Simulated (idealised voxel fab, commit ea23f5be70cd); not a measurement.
The name of this process module is voxel capacitor over wiring.
Cross-sectional view cut (width: 155 nm; square cell size: 5 nm).
Just so we're on the same page, the cross-sections are grids of square cells, and they're listed out in bands top to bottom, each band one or more rows deep. Heights first: top, then bottom, in nm. Then materials, left to right, each with a width in nm. "all across" on a single material: fills the band edge to edge. "empty": empty space. Ref level 0: as-received wafer is one material below here. Bottom band extends down with no lower bound ("0 and below"). It should be noted that a width expressed as "30->40" varies in equal increments from row to row of cells within the band, taking the value of the first number at the top row and that of the second number at the bottom row. Step marked "no change"? Then no cell in the cross-section changed in it. "Enclosed internal voids" enumerates empty spaces isolated from the top, with no open way to it, that contain at least 8 cells, giving each as width x height at distance from the left edge, all three in nm. after a step's settings: what the simulator itself notes on the step. "overlay nm" answers the question of how far to the right of plan the mask lay on a step that has a mask, and when it is negative the answer is to the left.

-- Process steps - plan
1: RECEIVE | material Si
2: CONFORMAL_DEP | material SiO2 | thk nm 10
3: DIRECTIONAL_DEP | material TiN | thk nm 5
4: DIRECTIONAL_DEP | material Ru | thk nm 20
5: DIRECTIONAL_DEP | material aC | thk nm 10
6: PATTERN | tone cover | mask id METAL_1 | material resist | width nm 25 | pitch nm 95 | thk nm 30 | overlay nm 0
7: DIRECTIONAL_ETCH | etch materials aC | depth nm 10
8: STRIP | etch materials resist
9: DIRECTIONAL_ETCH | etch materials Ru | depth nm 20
10: DIRECTIONAL_ETCH | etch materials TiN | depth nm 5
11: STRIP | etch materials aC
12: CONFORMAL_DEP | material SiN | thk nm 5
13: FILL_DEP | material lowk | thk nm 5
14: CMP | height nm 35
15: CONFORMAL_DEP | material SiCN | thk nm 5
16: DIRECTIONAL_DEP | material lowk | thk nm 15
17: PATTERN | tone open | mask id PLUG_1 | material resist | width nm 15 | thk nm 15 | overlay nm 0
18: DIRECTIONAL_ETCH | etch materials lowk | depth nm 15
19: DIRECTIONAL_ETCH | etch materials SiCN | depth nm 5
20: STRIP | etch materials resist
21: EPI | material Ru | thk nm 10
22: EPI | material Ru | thk nm 10
23: DIRECTIONAL_DEP | material TiN | thk nm 5
24: DIRECTIONAL_DEP | material Al2O3 | thk nm 5
25: DIRECTIONAL_DEP | material TiN | thk nm 10
26: PATTERN | tone cover | mask id UPPER_PLATE | material resist | width nm 75 | thk nm 20 | overlay nm 0
27: DIRECTIONAL_ETCH | etch materials TiN | depth nm 10
28: DIRECTIONAL_ETCH | etch materials Al2O3 | depth nm 5
29: STRIP | etch materials resist
30: PATTERN | tone cover | mask id LOWER_PLATE | material resist | width nm 85 | thk nm 20 | overlay nm 0
31: DIRECTIONAL_ETCH | etch materials TiN | depth nm 5
32: STRIP | etch materials resist
33: FILL_DEP | material SiO2 | thk nm 15
34: CMP | height nm 85
35: DIRECTIONAL_DEP | material aC | thk nm 10
36: PATTERN | tone open | mask id PLUG_2 | material resist | width nm 15 | thk nm 25 | overlay nm 0
37: DIRECTIONAL_ETCH | etch materials aC | depth nm 10
38: STRIP | etch materials resist
39: DIRECTIONAL_ETCH | etch materials SiO2 | depth nm 10
40: STRIP | etch materials aC
41: CONFORMAL_DEP | material TiN | thk nm 5
42: FILL_DEP | material Ru | thk nm 10
43: CMP | height nm 85
44: CONFORMAL_DEP | material SiCN | thk nm 5

-- First out of two wafers; run went to plan

-- Step 1 complete: cross-section of the wafer as received
    0 and below  Si all across
    Enclosed internal voids: none

-- So this is the wafer cross-section right after step 2
    10 down to 0  SiO2 all across
    Lower than 0, everything is as it was.

-- So this is the wafer cross-section right after step 3
    15 down to 10  TiN all across
    Lower than 10, everything is as it was.

-- So this is the wafer cross-section right after step 4
    35 down to 15  Ru all across
    Lower than 15, everything is as it was.

-- So this is the wafer cross-section right after step 5
    45 down to 35  aC all across
    Lower than 35, everything is as it was.

-- So this is the wafer cross-section right after step 6
    75 down to 45  15 nm empty, 25 nm resist, 70 nm empty, 25 nm resist, 20 nm empty
    Lower than 45, everything is as it was.

-- So this is the wafer cross-section right after step 7
    65 down to 45  15 nm empty, 25 nm resist, 70 nm empty, 25 nm resist, 20 nm empty
    45 down to 35  15 nm empty, 25 nm aC, 70 nm empty, 25 nm aC, 20 nm empty
    Lower than 35, everything is as it was.

-- So this is the wafer cross-section right after step 8
    45 down to 35  15 nm empty, 25 nm aC, 70 nm empty, 25 nm aC, 20 nm empty
    Lower than 35, everything is as it was.

-- So this is the wafer cross-section right after step 9
    45 down to 35  15 nm empty, 25 nm aC, 70 nm empty, 25 nm aC, 20 nm empty
    35 down to 15  15 nm empty, 25 nm Ru, 70 nm empty, 25 nm Ru, 20 nm empty
    Lower than 15, everything is as it was.

-- So this is the wafer cross-section right after step 10
    45 down to 35  15 nm empty, 25 nm aC, 70 nm empty, 25 nm aC, 20 nm empty
    35 down to 15  15 nm empty, 25 nm Ru, 70 nm empty, 25 nm Ru, 20 nm empty
    15 down to 10  15 nm empty, 25 nm TiN, 70 nm empty, 25 nm TiN, 20 nm empty
    Lower than 10, everything is as it was.

-- So this is the wafer cross-section right after step 11
    35 down to 15  15 nm empty, 25 nm Ru, 70 nm empty, 25 nm Ru, 20 nm empty
    Lower than 15, everything is as it was.

-- So this is the wafer cross-section right after step 12
    40 down to 35  10 nm empty, 35 nm SiN, 60 nm empty, 35 nm SiN, 15 nm empty
    35 down to 15  10 nm empty, 5 nm SiN, 25 nm Ru, 5 nm SiN, 60 nm empty, 5 nm SiN, 25 nm Ru, 5 nm SiN, 15 nm empty
    15 down to 10  15 nm SiN, 25 nm TiN, 70 nm SiN, 25 nm TiN, 20 nm SiN
    Lower than 10, everything is as it was.

-- So this is the wafer cross-section right after step 13
    45 down to 40  lowk all across
    40 down to 35  10 nm lowk, 35 nm SiN, 60 nm lowk, 35 nm SiN, 15 nm lowk
    35 down to 15  10 nm lowk, 5 nm SiN, 25 nm Ru, 5 nm SiN, 60 nm lowk, 5 nm SiN, 25 nm Ru, 5 nm SiN, 15 nm lowk
    Lower than 15, everything is as it was.

-- So this is the wafer cross-section right after step 14
    35 down to 15  10 nm lowk, 5 nm SiN, 25 nm Ru, 5 nm SiN, 60 nm lowk, 5 nm SiN, 25 nm Ru, 5 nm SiN, 15 nm lowk
    Lower than 15, everything is as it was.

-- So this is the wafer cross-section right after step 15
    40 down to 35  SiCN all across
    Lower than 35, everything is as it was.

-- So this is the wafer cross-section right after step 16
    55 down to 40  lowk all across
    Lower than 40, everything is as it was.

-- So this is the wafer cross-section right after step 17
    70 down to 55  25 nm resist, 15 nm empty, 115 nm resist
    Lower than 55, everything is as it was.

-- So this is the wafer cross-section right after step 18
    70 down to 55  25 nm resist, 15 nm empty, 115 nm resist
    55 down to 40  25 nm lowk, 15 nm empty, 115 nm lowk
    Lower than 40, everything is as it was.

-- So this is the wafer cross-section right after step 19
    70 down to 55  25 nm resist, 15 nm empty, 115 nm resist
    55 down to 40  25 nm lowk, 15 nm empty, 115 nm lowk
    40 down to 35  25 nm SiCN, 15 nm empty, 115 nm SiCN
    Lower than 35, everything is as it was.

-- So this is the wafer cross-section right after step 20
    55 down to 40  25 nm lowk, 15 nm empty, 115 nm lowk
    Lower than 40, everything is as it was.

-- So this is the wafer cross-section right after step 21
    55 down to 45  25 nm lowk, 15 nm empty, 115 nm lowk
    45 down to 40  25 nm lowk, 15 nm Ru, 115 nm lowk
    40 down to 35  25 nm SiCN, 15 nm Ru, 115 nm SiCN
    Lower than 35, everything is as it was.

-- So this is the wafer cross-section right after step 22
    55 down to 40  25 nm lowk, 15 nm Ru, 115 nm lowk
    Lower than 40, everything is as it was.

-- So this is the wafer cross-section right after step 23
    60 down to 55  TiN all across
    Lower than 55, everything is as it was.

-- So this is the wafer cross-section right after step 24
    65 down to 60  Al2O3 all across
    Lower than 60, everything is as it was.

-- So this is the wafer cross-section right after step 25
    75 down to 65  TiN all across
    Lower than 65, everything is as it was.

-- So this is the wafer cross-section right after step 26
    95 down to 75  25 nm empty, 75 nm resist, 55 nm empty
    Lower than 75, everything is as it was.

-- So this is the wafer cross-section right after step 27
    95 down to 75  25 nm empty, 75 nm resist, 55 nm empty
    75 down to 65  25 nm empty, 75 nm TiN, 55 nm empty
    Lower than 65, everything is as it was.

-- So this is the wafer cross-section right after step 28
    95 down to 75  25 nm empty, 75 nm resist, 55 nm empty
    75 down to 65  25 nm empty, 75 nm TiN, 55 nm empty
    65 down to 60  25 nm empty, 75 nm Al2O3, 55 nm empty
    Lower than 60, everything is as it was.

-- So this is the wafer cross-section right after step 29
    75 down to 65  25 nm empty, 75 nm TiN, 55 nm empty
    Lower than 65, everything is as it was.

-- So this is the wafer cross-section right after step 30
    95 down to 75  20 nm empty, 85 nm resist, 50 nm empty
    75 down to 65  20 nm empty, 5 nm resist, 75 nm TiN, 5 nm resist, 50 nm empty
    65 down to 60  20 nm empty, 5 nm resist, 75 nm Al2O3, 5 nm resist, 50 nm empty
    Lower than 60, everything is as it was.

-- So this is the wafer cross-section right after step 31
    95 down to 75  20 nm empty, 85 nm resist, 50 nm empty
    75 down to 65  20 nm empty, 5 nm resist, 75 nm TiN, 5 nm resist, 50 nm empty
    65 down to 60  20 nm empty, 5 nm resist, 75 nm Al2O3, 5 nm resist, 50 nm empty
    60 down to 55  20 nm empty, 85 nm TiN, 50 nm empty
    Lower than 55, everything is as it was.

-- So this is the wafer cross-section right after step 32
    75 down to 65  25 nm empty, 75 nm TiN, 55 nm empty
    65 down to 60  25 nm empty, 75 nm Al2O3, 55 nm empty
    Lower than 60, everything is as it was.

-- So this is the wafer cross-section right after step 33
    90 down to 75  SiO2 all across
    75 down to 65  25 nm SiO2, 75 nm TiN, 55 nm SiO2
    65 down to 60  25 nm SiO2, 75 nm Al2O3, 55 nm SiO2
    60 down to 55  20 nm SiO2, 85 nm TiN, 50 nm SiO2
    Lower than 55, everything is as it was.

-- So this is the wafer cross-section right after step 34
    85 down to 75  SiO2 all across
    Lower than 75, everything is as it was.

-- So this is the wafer cross-section right after step 35
    95 down to 85  aC all across
    Lower than 85, everything is as it was.

-- So this is the wafer cross-section right after step 36
    120 down to 95  35 nm resist, 15 nm empty, 105 nm resist
    Lower than 95, everything is as it was.

-- So this is the wafer cross-section right after step 37
    110 down to 95  35 nm resist, 15 nm empty, 105 nm resist
    95 down to 85  35 nm aC, 15 nm empty, 105 nm aC
    Lower than 85, everything is as it was.

-- So this is the wafer cross-section right after step 38
    95 down to 85  35 nm aC, 15 nm empty, 105 nm aC
    Lower than 85, everything is as it was.

-- So this is the wafer cross-section right after step 39
    95 down to 85  35 nm aC, 15 nm empty, 105 nm aC
    85 down to 75  35 nm SiO2, 15 nm empty, 105 nm SiO2
    Lower than 75, everything is as it was.

-- So this is the wafer cross-section right after step 40
    85 down to 75  35 nm SiO2, 15 nm empty, 105 nm SiO2
    Lower than 75, everything is as it was.

-- So this is the wafer cross-section right after step 41
    90 down to 85  40 nm TiN, 5 nm empty, 110 nm TiN
    85 down to 80  35 nm SiO2, 5 nm TiN, 5 nm empty, 5 nm TiN, 105 nm SiO2
    80 down to 75  35 nm SiO2, 15 nm TiN, 105 nm SiO2
    Lower than 75, everything is as it was.

-- So this is the wafer cross-section right after step 42
    100 down to 90  Ru all across
    90 down to 85  40 nm TiN, 5 nm Ru, 110 nm TiN
    85 down to 80  35 nm SiO2, 5 nm TiN, 5 nm Ru, 5 nm TiN, 105 nm SiO2
    Lower than 80, everything is as it was.

-- So this is the wafer cross-section right after step 43
    85 down to 80  35 nm SiO2, 5 nm TiN, 5 nm Ru, 5 nm TiN, 105 nm SiO2
    Lower than 80, everything is as it was.

-- So this is the wafer cross-section right after step 44
    90 down to 85  SiCN all across
    Lower than 85, everything is as it was.

-- Wafer two of the pair: same origin, same plan, one error during the run; identical to wafer one up to and including step 35

-- Planned end of step 36: second wafer, cross-section
    120 down to 95  40 nm resist, 15 nm empty, 100 nm resist
    Lower than 95, everything is as it was.

-- Planned end of step 37: second wafer, cross-section
    110 down to 95  40 nm resist, 15 nm empty, 100 nm resist
    95 down to 85  40 nm aC, 15 nm empty, 100 nm aC
    Lower than 85, everything is as it was.

-- Planned end of step 38: second wafer, cross-section
    95 down to 85  40 nm aC, 15 nm empty, 100 nm aC
    Lower than 85, everything is as it was.

-- Planned end of step 39: second wafer, cross-section
    95 down to 85  40 nm aC, 15 nm empty, 100 nm aC
    85 down to 75  40 nm SiO2, 15 nm empty, 100 nm SiO2
    Lower than 75, everything is as it was.

-- Planned end of step 40: second wafer, cross-section
    85 down to 75  40 nm SiO2, 15 nm empty, 100 nm SiO2
    Lower than 75, everything is as it was.

-- Planned end of step 41: second wafer, cross-section
    90 down to 85  45 nm TiN, 5 nm empty, 105 nm TiN
    85 down to 80  40 nm SiO2, 5 nm TiN, 5 nm empty, 5 nm TiN, 100 nm SiO2
    80 down to 75  40 nm SiO2, 15 nm TiN, 100 nm SiO2
    Lower than 75, everything is as it was.

-- Planned end of step 42: second wafer, cross-section
    100 down to 90  Ru all across
    90 down to 85  45 nm TiN, 5 nm Ru, 105 nm TiN
    85 down to 80  40 nm SiO2, 5 nm TiN, 5 nm Ru, 5 nm TiN, 100 nm SiO2
    Lower than 80, everything is as it was.

-- Planned end of step 43: second wafer, cross-section
    85 down to 80  40 nm SiO2, 5 nm TiN, 5 nm Ru, 5 nm TiN, 100 nm SiO2
    Lower than 80, everything is as it was.

-- Planned end of step 44: second wafer, cross-section
    90 down to 85  SiCN all across
    Lower than 85, everything is as it was.
Processing error: not per plan at step 36, really ran PATTERN | tone open | mask id PLUG_2 | material resist | width nm 15 | thk nm 25 | overlay nm 5
At the close, every material occupies the same number of cells on the second wafer as on the first, only in different positions.
